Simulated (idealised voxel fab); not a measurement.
This section sets out a process module, namely voxel gate over fins.
This is section cut - it's 220 nm across, gridded in 5 nm square cells.
For the purposes of this document, a cross-section shall be understood as a grid of square cells, specified as bands listed in top-to-bottom order, each band consisting of one or more rows of cells.
This entry defines a band. It first specifies the height of the band's top and the height of its bottom in nm, and then specifies the band's materials from left to right, stating each material with its width in nm. The word "everywhere" identifies a single material that fills the band from edge to edge, while the word "blank" identifies empty space.
Heights from 0 (as-received wafer is one material below). Bottom band endless downward, as "top 0, no bottom".
A width given as "30..40" starts at the first number in the band's top row and ends at the second number in its bottom row, shifting by an equal amount at every step from row to row.
When a step is marked "all unchanged", none of the cells in the cross-section changed during that step.
Voids not open to the top, 8 cells minimum: see "Sealed cavities". Written width x height at distance; distance is from the left edge; nm.
On each step's line, the part that comes after the settings is the simulator's own comment on the step.
For masked steps, "overlay nm" on the step line gives how far right of plan the mask actually lay; a minus sign means it lay to the left.
-- Planned process steps
step 1: RECEIVE: material Si
step 2: CONFORMAL_DEP: material SiN, thk nm 5
step 3: DIRECTIONAL_DEP: material aC, thk nm 10
step 4: PATTERN: tone cover, mask id FINS, material resist, width nm 15, pitch nm 40, thk nm 25, overlay nm 0
step 5: DIRECTIONAL_ETCH: etch materials aC, depth nm 10
step 6: STRIP: etch materials resist
step 7: DIRECTIONAL_ETCH: etch materials SiN, depth nm 5
step 8: DIRECTIONAL_ETCH: etch materials Si, depth nm 30
step 9: STRIP: etch materials aC
step 10: FILL_DEP: material SiO2, thk nm 10
step 11: CMP: height nm 5
step 12: SELECTIVE_ETCH: etch materials SiO2, depth nm 20
step 13: STRIP: etch materials SiN
step 14: CONFORMAL_DEP: material HfO2, thk nm 5
step 15: CONFORMAL_DEP: material TiN, thk nm 5
step 16: FILL_DEP: material W, thk nm 15
step 17: CMP: height nm 20
step 18: CONFORMAL_DEP: material SiN, thk nm 5
-- Received-state cross-section, reflecting completion of step 1
  top 0, no bottom | Si everywhere
  Sealed cavities: none
-- First of two wafers: cross-section at end of module, run per plan
  top 25, bottom 20 | SiN everywhere
  top 20, bottom 10 | W everywhere
  top 10, bottom 5 | 70 W, 35 TiN, 5 W, 35 TiN, 75 W
  top 5, bottom 0 | 70 W, 5 TiN, 25 HfO2, 5 TiN, 5 W, 5 TiN, 25 HfO2, 5 TiN, 75 W
  top 0, bottom -5 | 70 W, 5 TiN, 5 HfO2, 15 Si, 5 HfO2, 5 TiN, 5 W, 5 TiN, 5 HfO2, 15 Si, 5 HfO2, 5 TiN, 75 W
  top -5, bottom -10 | 75 TiN, 5 HfO2, 15 Si, 5 HfO2, 15 TiN, 5 HfO2, 15 Si, 5 HfO2, 80 TiN
  top -10, bottom -15 | 80 HfO2, 15 Si, 25 HfO2, 15 Si, 85 HfO2
  top -15, bottom -30 | 80 SiO2, 15 Si, 25 SiO2, 15 Si, 85 SiO2
  top -30, no bottom | Si everywhere
  Sealed cavities: none
-- Cross-sectional image of the second wafer of the two following completion of the module. Starting state and process plan were the same as for the first wafer; one execution error occurred
  top 25, bottom 20 | SiN everywhere
  top 20, bottom 10 | W everywhere
  top 10, bottom 5 | 60 W, 35 TiN, 5 W, 35 TiN, 85 W
  top 5, bottom 0 | 60 W, 5 TiN, 25 HfO2, 5 TiN, 5 W, 5 TiN, 25 HfO2, 5 TiN, 85 W
  top 0, bottom -5 | 60 W, 5 TiN, 5 HfO2, 15 Si, 5 HfO2, 5 TiN, 5 W, 5 TiN, 5 HfO2, 15 Si, 5 HfO2, 5 TiN, 85 W
  top -5, bottom -10 | 65 TiN, 5 HfO2, 15 Si, 5 HfO2, 15 TiN, 5 HfO2, 15 Si, 5 HfO2, 90 TiN
  top -10, bottom -15 | 70 HfO2, 15 Si, 25 HfO2, 15 Si, 95 HfO2
  top -15, bottom -30 | 70 SiO2, 15 Si, 25 SiO2, 15 Si, 95 SiO2
  top -30, no bottom | Si everywhere
  Sealed cavities: none
Where did the run depart from the plan? the process deviated at step 4: the operation and settings actually run there were PATTERN: tone cover, mask id FINS, material resist, width nm 15, pitch nm 40, thk nm 25, overlay nm -10
Comparing end states, the material composition by cell count is preserved from the first wafer to the second, while the locations of the cells are not.
